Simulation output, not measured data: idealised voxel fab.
The name of this process module is voxel ribs on slabs.
This is section cut - it's 155 nm across, gridded in 5 nm square cells.
Throughout this document, each cross-section is represented as a grid of square cells and is presented as a sequence of bands enumerated from the top downward, where a band comprises one or more rows of cells. For a band, the entry starts with two heights in nm, that of the top and then that of the bottom, and carries on with the band's materials in order from left to right, each alongside its width in nm; the word "all across" beside a single material means it fills the band edge to edge, and "blank" means empty space. Heights are expressed relative to 0, this being the level below which the as-received wafer comprises one material exclusively. The lowest band is unbounded in the downward direction and is denoted as in "from 0 down". When a width is written as two numbers, as in "30..40", the first number is the width in the top row of cells of the band and the second is the width in its bottom row, and the width changes by the same amount from each row to the next. It should be understood that the words "nothing changed", when stated for a given step, signify that the cross-section underwent no change in any of its cells during that step. Listed in "Catalogued sealed voids": every empty space of 8 or more cells without an open way to the top. Form: width x height at distance, the distance being from the left edge, all in nm. It should be noted that, on the line of a given step, the content following the step's settings is a remark produced by the simulator itself with respect to that step. On any step carrying a mask, the "overlay nm" setting, if present on the step's line, tells how far right of its planned place the mask lay; negative values point to the left.

# Intended process steps
1. RECEIVE with material Si
2. DIRECTIONAL_DEP with material SiO2, thk nm 30
3. DIRECTIONAL_DEP with material SiN, thk nm 20
4. MASKED_ETCH with tone cover, mask id RIB, width nm 20, etch materials SiN, depth nm 15, overlay nm 0
5. MASKED_ETCH with tone cover, mask id SLAB, width nm 50, etch materials SiN, depth nm 5, overlay nm 0
6. FILL_DEP with material SiO2, thk nm 25
7. CMP with height nm 65
8. DIRECTIONAL_DEP with material TiN, thk nm 10
9. PATTERN with tone cover, mask id HEATER, material resist, width nm 30, thk nm 20, overlay nm 0
10. DIRECTIONAL_ETCH with etch materials TiN, depth nm 10
11. STRIP with etch materials resist
12. CONFORMAL_DEP with material SiO2, thk nm 10

# As-received state of the wafer in cross-section, equivalent to post-step 1
- from 0 down | Si all across
- Catalogued sealed voids: none

# a wafer at the end: this start, this plan, one mistake
- from 85 to 75 | 50 blank / 50 SiO2 / 55 blank
- from 75 to 65 | 60 SiO2 / 30 TiN / 65 SiO2
- from 65 to 20 | SiO2 all across
- from 20 to 0 | SiN all across
- from 0 down | Si all across
- Catalogued sealed voids: none
The plan and the run diverged here: contrary to the plan, steps 2 and 3 were processed in exchanged order
